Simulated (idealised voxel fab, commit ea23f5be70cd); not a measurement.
Module name: voxel ribs on slabs (process module)
Square cells of 5 nm make up the cross-section cut, whose width is 220 nm.
Cross-section spec: square-cell grid; bands listed top down; each band is one or more rows. Band: top and bottom heights (nm) first, top before bottom; then materials from left to right, widths in nm. "everywhere" marks a sole material filling the band edge to edge. "blank" denotes empty space. Heights are expressed relative to 0, this being the level below which the as-received wafer comprises one material exclusively. The lowest band is unbounded in the downward direction and is denoted as in "0 down". The notation "30..40" denotes a width that varies across the rows of cells in the band, beginning at the first number in the top row, finishing at the second number in the bottom row, and changing by an identical amount from each row to the next. Key: "nothing changed" - step with no changed cell in the cross-section. Heads up: "Enclosed voids" only lists the empty pockets with no open path to the top that are 8 cells or more, and it writes them as width x height at distance, distance from the left edge, in nm. The remark found on a step's line after its settings is issued by the simulator itself and pertains to that step. The line of a step may include "overlay nm". On a step with a mask, this value is how far to the right of its planned place the mask lay. A negative value means the mask lay to the left.

## Planned process steps
1,op RECEIVE | material Si
2,op DIRECTIONAL_DEP | material SiO2 | thk nm 20
3,op DIRECTIONAL_DEP | material polySi | thk nm 25
4,op MASKED_ETCH | tone cover | mask id RIB | width nm 20 | etch materials polySi | depth nm 15 | overlay nm 0
5,op PATTERN | tone cover | mask id SLAB | material resist | width nm 50 | thk nm 20 | overlay nm 0
6,op DIRECTIONAL_ETCH | etch materials polySi | depth nm 10
7,op STRIP | etch materials resist
8,op FILL_DEP | material SiO2 | thk nm 20
9,op CMP | height nm 60
10,op DIRECTIONAL_DEP | material W | thk nm 5
11,op PATTERN | tone cover | mask id HEATER | material resist | width nm 30 | thk nm 20 | overlay nm 0
12,op DIRECTIONAL_ETCH | etch materials W | depth nm 5
13,op STRIP | etch materials resist
14,op CONFORMAL_DEP | material SiN | thk nm 5

## The cross-section here shows the wafer as received, i.e. in its state after step 1
  0 down  Si everywhere
  Enclosed voids: none

## Module complete, cross-section. Starting point and plan per above. One mistake made in running the module
  65 to 60  blank: 95 | W: 30 | blank: 95
  60 to 45  SiO2 everywhere
  45 to 30  SiO2: 100 | polySi: 20 | SiO2: 100
  30 to 20  SiO2: 85 | polySi: 50 | SiO2: 85
  20 to 0  SiO2 everywhere
  0 down  Si everywhere
  Enclosed voids: none
Run error: it should be noted that step 14 of the plan was omitted and was not performed
